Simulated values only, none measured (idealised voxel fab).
The process module that follows is named voxel quadruple lines.
Xsec cut, 170 nm wide, square cell size 5 nm.
Each cross-section below is a grid of square cells, stated as bands in top-down order, with one or more rows of cells making up each band.
What a band's entry tells you: where the top is and where the bottom is, as heights in nm, and after that what lies inside, material by material from left to right, each with its width in nm. Empty space is written as the word "blank", and a single material marked with the word "edge to edge" occupies the band from edge to edge.
Height reference: 0 = level under which incoming wafer is all one material. Lowest band: no bottom, runs on downward, e.g. "top 0, no bottom".
The width entry "30->40" should be interpreted row by row: the top row of cells in the band takes the first number, the bottom row takes the second number, and the change between adjacent rows is uniform throughout.
Any step labelled "all unchanged" changed none of the cells in the cross-section.
Heads up: "Internal closed voids" only lists the empty pockets with no open path to the top that are 8 cells or more, and it writes them as width x height at distance, distance from the left edge, in nm.
Text after the settings on a step's line: the simulator's own remark on that step.
What "overlay nm" on a step's line means: if the step has a mask, that mask lay this far to the right of its planned place, or, when the value is negative, to the left.
Here's what the planned process steps look like
1,RECEIVE, material Si
2,CONFORMAL_DEP, material Al2O3, thk nm 5
3,DIRECTIONAL_DEP, material W, thk nm 10
4,DIRECTIONAL_DEP, material polySi, thk nm 15
5,DIRECTIONAL_DEP, material aC, thk nm 25
6,PATTERN, tone cover, mask id MANDREL, material resist, width nm 30, thk nm 35, overlay nm 0
7,DIRECTIONAL_ETCH, etch materials aC, depth nm 25
8,STRIP, etch materials resist
9,CONFORMAL_DEP, material SiO2, thk nm 10
10,DIRECTIONAL_ETCH, etch materials SiO2, depth nm 10
11,STRIP, etch materials aC
12,DIRECTIONAL_ETCH, etch materials polySi, depth nm 15
13,STRIP, etch materials SiO2
14,CONFORMAL_DEP, material SiCN, thk nm 10
15,DIRECTIONAL_ETCH, etch materials SiCN, depth nm 10
16,STRIP, etch materials polySi
17,DIRECTIONAL_ETCH, etch materials W, depth nm 10
18,STRIP, etch materials SiCN
19,FILL_DEP, material lowk, thk nm 10
20,CMP, height nm 15
first wafer, as planned
The cross-section here shows the wafer as received, i.e. in its state after step 1
top 0, no bottom | Si edge to edge
Internal closed voids: none
Sectional view: wafer, after step 2
top 5, bottom 0 | Al2O3 edge to edge
No changes below 0.
Sectional view: wafer, after step 3
top 15, bottom 5 | W edge to edge
No changes below 5.
Sectional view: wafer, after step 4
top 30, bottom 15 | polySi edge to edge
No changes below 15.
Sectional view: wafer, after step 5
top 55, bottom 30 | aC edge to edge
No changes below 30.
Sectional view: wafer, after step 6
top 90, bottom 55 | 70 nm blank | 30 nm resist | 70 nm blank
No changes below 55.
Sectional view: wafer, after step 7
top 65, bottom 55 | 70 nm blank | 30 nm resist | 70 nm blank
top 55, bottom 30 | 70 nm blank | 30 nm aC | 70 nm blank
No changes below 30.
Sectional view: wafer, after step 8
top 55, bottom 30 | 70 nm blank | 30 nm aC | 70 nm blank
No changes below 30.
Sectional view: wafer, after step 9
top 65, bottom 55 | 60 nm blank | 50 nm SiO2 | 60 nm blank
top 55, bottom 40 | 60 nm blank | 10 nm SiO2 | 30 nm aC | 10 nm SiO2 | 60 nm blank
top 40, bottom 30 | 70 nm SiO2 | 30 nm aC | 70 nm SiO2
No changes below 30.
Sectional view: wafer, after step 10
top 55, bottom 30 | 60 nm blank | 10 nm SiO2 | 30 nm aC | 10 nm SiO2 | 60 nm blank
No changes below 30.
Sectional view: wafer, after step 11
top 55, bottom 30 | 60 nm blank | 10 nm SiO2 | 30 nm blank | 10 nm SiO2 | 60 nm blank
No changes below 30.
Sectional view: wafer, after step 12
top 55, bottom 30 | 60 nm blank | 10 nm SiO2 | 30 nm blank | 10 nm SiO2 | 60 nm blank
top 30, bottom 15 | 60 nm blank | 10 nm polySi | 30 nm blank | 10 nm polySi | 60 nm blank
No changes below 15.
Sectional view: wafer, after step 13
top 30, bottom 15 | 60 nm blank | 10 nm polySi | 30 nm blank | 10 nm polySi | 60 nm blank
No changes below 15.
Sectional view: wafer, after step 14
top 40, bottom 30 | 50 nm blank | 30 nm SiCN | 10 nm blank | 30 nm SiCN | 50 nm blank
top 30, bottom 25 | 50 nm blank | 10 nm SiCN | 10 nm polySi | 10 nm SiCN | 10 nm blank | 10 nm SiCN | 10 nm polySi | 10 nm SiCN | 50 nm blank
top 25, bottom 15 | 60 nm SiCN | 10 nm polySi | 30 nm SiCN | 10 nm polySi | 60 nm SiCN
No changes below 15.
Sectional view: wafer, after step 15
top 30, bottom 15 | 50 nm blank | 10 nm SiCN | 10 nm polySi | 10 nm SiCN | 10 nm blank | 10 nm SiCN | 10 nm polySi | 10 nm SiCN | 50 nm blank
No changes below 15.
Sectional view: wafer, after step 16
top 30, bottom 15 | 50 nm blank | 10 nm SiCN | 10 nm blank | 10 nm SiCN | 10 nm blank | 10 nm SiCN | 10 nm blank | 10 nm SiCN | 50 nm blank
No changes below 15.
Sectional view: wafer, after step 17
top 30, bottom 15 | 50 nm blank | 10 nm SiCN | 10 nm blank | 10 nm SiCN | 10 nm blank | 10 nm SiCN | 10 nm blank | 10 nm SiCN | 50 nm blank
top 15, bottom 5 | 50 nm blank | 10 nm W | 10 nm blank | 10 nm W | 10 nm blank | 10 nm W | 10 nm blank | 10 nm W | 50 nm blank
No changes below 5.
Sectional view: wafer, after step 18
top 15, bottom 5 | 50 nm blank | 10 nm W | 10 nm blank | 10 nm W | 10 nm blank | 10 nm W | 10 nm blank | 10 nm W | 50 nm blank
No changes below 5.
Sectional view: wafer, after step 19
top 25, bottom 15 | lowk edge to edge
top 15, bottom 5 | 50 nm lowk | 10 nm W | 10 nm lowk | 10 nm W | 10 nm lowk | 10 nm W | 10 nm lowk | 10 nm W | 50 nm lowk
No changes below 5.
Sectional view: wafer, after step 20
top 15, bottom 5 | 50 nm lowk | 10 nm W | 10 nm lowk | 10 nm W | 10 nm lowk | 10 nm W | 10 nm lowk | 10 nm W | 50 nm lowk
No changes below 5.
It is to be noted that the second wafer proceeded from the same initial state and according to the same plan as the first, although one mistake was committed in its execution; through step 6, inclusive, the two wafers share an identical history
Second wafer, cut view, end of step 7 per plan
top 40, bottom 30 | 70 nm blank | 30 nm aC | 70 nm blank
No changes below 30.
Second wafer, cut view, end of step 8 per plan: all unchanged
Second wafer, cut view, end of step 9 per plan
top 50, bottom 40 | 60 nm blank | 50 nm SiO2 | 60 nm blank
top 40, bottom 30 | 70 nm SiO2 | 30 nm aC | 70 nm SiO2
No changes below 30.
Second wafer, cut view, end of step 10 per plan
top 40, bottom 30 | 60 nm blank | 10 nm SiO2 | 30 nm aC | 10 nm SiO2 | 60 nm blank
No changes below 30.
Second wafer, cut view, end of step 11 per plan
top 40, bottom 30 | 60 nm blank | 10 nm SiO2 | 30 nm blank | 10 nm SiO2 | 60 nm blank
No changes below 30.
Second wafer, cut view, end of step 12 per plan
top 40, bottom 30 | 60 nm blank | 10 nm SiO2 | 30 nm blank | 10 nm SiO2 | 60 nm blank
top 30, bottom 15 | 60 nm blank | 10 nm polySi | 30 nm blank | 10 nm polySi | 60 nm blank
No changes below 15.
Second wafer, cut view, end of step 13 per plan
top 30, bottom 15 | 60 nm blank | 10 nm polySi | 30 nm blank | 10 nm polySi | 60 nm blank
No changes below 15.
Second wafer, cut view, end of step 14 per plan
top 40, bottom 30 | 50 nm blank | 30 nm SiCN | 10 nm blank | 30 nm SiCN | 50 nm blank
top 30, bottom 25 | 50 nm blank | 10 nm SiCN | 10 nm polySi | 10 nm SiCN | 10 nm blank | 10 nm SiCN | 10 nm polySi | 10 nm SiCN | 50 nm blank
top 25, bottom 15 | 60 nm SiCN | 10 nm polySi | 30 nm SiCN | 10 nm polySi | 60 nm SiCN
No changes below 15.
Second wafer, cut view, end of step 15 per plan
top 30, bottom 15 | 50 nm blank | 10 nm SiCN | 10 nm polySi | 10 nm SiCN | 10 nm blank | 10 nm SiCN | 10 nm polySi | 10 nm SiCN | 50 nm blank
No changes below 15.
Second wafer, cut view, end of step 16 per plan
top 30, bottom 15 | 50 nm blank | 10 nm SiCN | 10 nm blank | 10 nm SiCN | 10 nm blank | 10 nm SiCN | 10 nm blank | 10 nm SiCN | 50 nm blank
No changes below 15.
Second wafer, cut view, end of step 17 per plan
top 30, bottom 15 | 50 nm blank | 10 nm SiCN | 10 nm blank | 10 nm SiCN | 10 nm blank | 10 nm SiCN | 10 nm blank | 10 nm SiCN | 50 nm blank
top 15, bottom 5 | 50 nm blank | 10 nm W | 10 nm blank | 10 nm W | 10 nm blank | 10 nm W | 10 nm blank | 10 nm W | 50 nm blank
No changes below 5.
Second wafer, cut view, end of step 18 per plan
top 15, bottom 5 | 50 nm blank | 10 nm W | 10 nm blank | 10 nm W | 10 nm blank | 10 nm W | 10 nm blank | 10 nm W | 50 nm blank
No changes below 5.
Second wafer, cut view, end of step 19 per plan
top 25, bottom 15 | lowk edge to edge
top 15, bottom 5 | 50 nm lowk | 10 nm W | 10 nm lowk | 10 nm W | 10 nm lowk | 10 nm W | 10 nm lowk | 10 nm W | 50 nm lowk
No changes below 5.
Second wafer, cut view, end of step 20 per plan
top 15, bottom 5 | 50 nm lowk | 10 nm W | 10 nm lowk | 10 nm W | 10 nm lowk | 10 nm W | 10 nm lowk | 10 nm W | 50 nm lowk
No changes below 5.
Where did the run depart from the plan? step 7 of the plan saw execution twice
Given identical final cross-sections on the two wafers, the mistake has no effect on any quantity computed by this model.
